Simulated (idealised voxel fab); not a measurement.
The following is a process module called voxel gate over fins.
Square cell edge 5 nm, section width 220 nm, ID cut.
Cross-section layout: square cells on a grid; listed as bands, top to bottom; a band spans one or more cell rows.
It is stipulated that each band's entry specify, in nanometres, the height of the top of the band and then that of its bottom, followed by the materials of the band in left-to-right sequence, each together with its width in nanometres. A single material marked by the word "full width" is understood to fill the band from edge to edge; the word "empty" is understood to denote empty space.
Heights from 0 (as-received wafer is one material below). Bottom band endless downward, as "0..down".
So if you see something like "30..40" for the width, read it as the top row of the band sitting at the first number and the bottom row at the second, with every row in between moving by the same amount as the last.
Given "nothing got changed" for a step, no cell of the cross-section differs between before and after that step.
If an empty space has no open way to the top and is at least 8 cells in size, "Closed void catalog" lists it, written width x height at distance, where distance is measured from the left edge and every value is in nm.
Post-settings text on a step line: simulator's own remark regarding the step.
overlay nm: how far to the right of its planned place the mask lay on this masked step (negative: to the left).
Planned process steps
1 RECEIVE, material Si
2 CONFORMAL_DEP, material SiN, thk nm 10
3 DIRECTIONAL_DEP, material aC, thk nm 15
4 PATTERN, tone cover, mask id FINS, material resist, width nm 15, pitch nm 45, thk nm 30, overlay nm 0
5 DIRECTIONAL_ETCH, etch materials aC, depth nm 15
6 STRIP, etch materials resist
7 DIRECTIONAL_ETCH, etch materials SiN, depth nm 10
8 DIRECTIONAL_ETCH, etch materials Si, depth nm 30
9 STRIP, etch materials aC
10 FILL_DEP, material SiO2, thk nm 5
11 CMP, height nm 10
12 SELECTIVE_ETCH, etch materials SiO2, depth nm 20
13 STRIP, etch materials SiN
14 CONFORMAL_DEP, material HfO2, thk nm 5
15 CONFORMAL_DEP, material TiN, thk nm 5
16 FILL_DEP, material W, thk nm 10
17 CMP, height nm 15
18 CONFORMAL_DEP, material SiCN, thk nm 10
Cross-sectional view of the wafer in its as-received condition, corresponding to the state after step 1
    0..down | Si full width
    Closed void catalog: none
Here's the cross-section of the first of our two wafers at the end of the module - it ran as planned
    25..15 | SiCN full width
    15..10 | W full width
    10..5 | W 45 / TiN 35 / W 10 / TiN 35 / W 10 / TiN 35 / W 50
    5..0 | W 45 / TiN 5 / HfO2 25 / TiN 5 / W 10 / TiN 5 / HfO2 25 / TiN 5 / W 10 / TiN 5 / HfO2 25 / TiN 5 / W 50
    0..-5 | TiN 50 / HfO2 5 / Si 15 / HfO2 5 / TiN 20 / HfO2 5 / Si 15 / HfO2 5 / TiN 20 / HfO2 5 / Si 15 / HfO2 5 / TiN 55
    -5..-10 | HfO2 55 / Si 15 / HfO2 30 / Si 15 / HfO2 30 / Si 15 / HfO2 60
    -10..-30 | SiO2 55 / Si 15 / SiO2 30 / Si 15 / SiO2 30 / Si 15 / SiO2 60
    -30..down | Si full width
    Closed void catalog: none
Cross-section, wafer two of two, end of module: same start and plan as wafer one, one error in execution
    30..15 | SiCN full width
    15..10 | W full width
    10..5 | W 45 / TiN 35 / W 10 / TiN 35 / W 10 / TiN 35 / W 50
    5..0 | W 45 / TiN 5 / HfO2 25 / TiN 5 / W 10 / TiN 5 / HfO2 25 / TiN 5 / W 10 / TiN 5 / HfO2 25 / TiN 5 / W 50
    0..-5 | TiN 50 / HfO2 5 / Si 15 / HfO2 5 / TiN 20 / HfO2 5 / Si 15 / HfO2 5 / TiN 20 / HfO2 5 / Si 15 / HfO2 5 / TiN 55
    -5..-10 | HfO2 55 / Si 15 / HfO2 30 / Si 15 / HfO2 30 / Si 15 / HfO2 60
    -10..-30 | SiO2 55 / Si 15 / SiO2 30 / Si 15 / SiO2 30 / Si 15 / SiO2 60
    -30..down | Si full width
    Closed void catalog: none
Deviation from plan: step 18 deviated from plan and actually ran as CONFORMAL_DEP, material SiCN, thk nm 15
at the end the second wafer has, in cells: SiCN +44
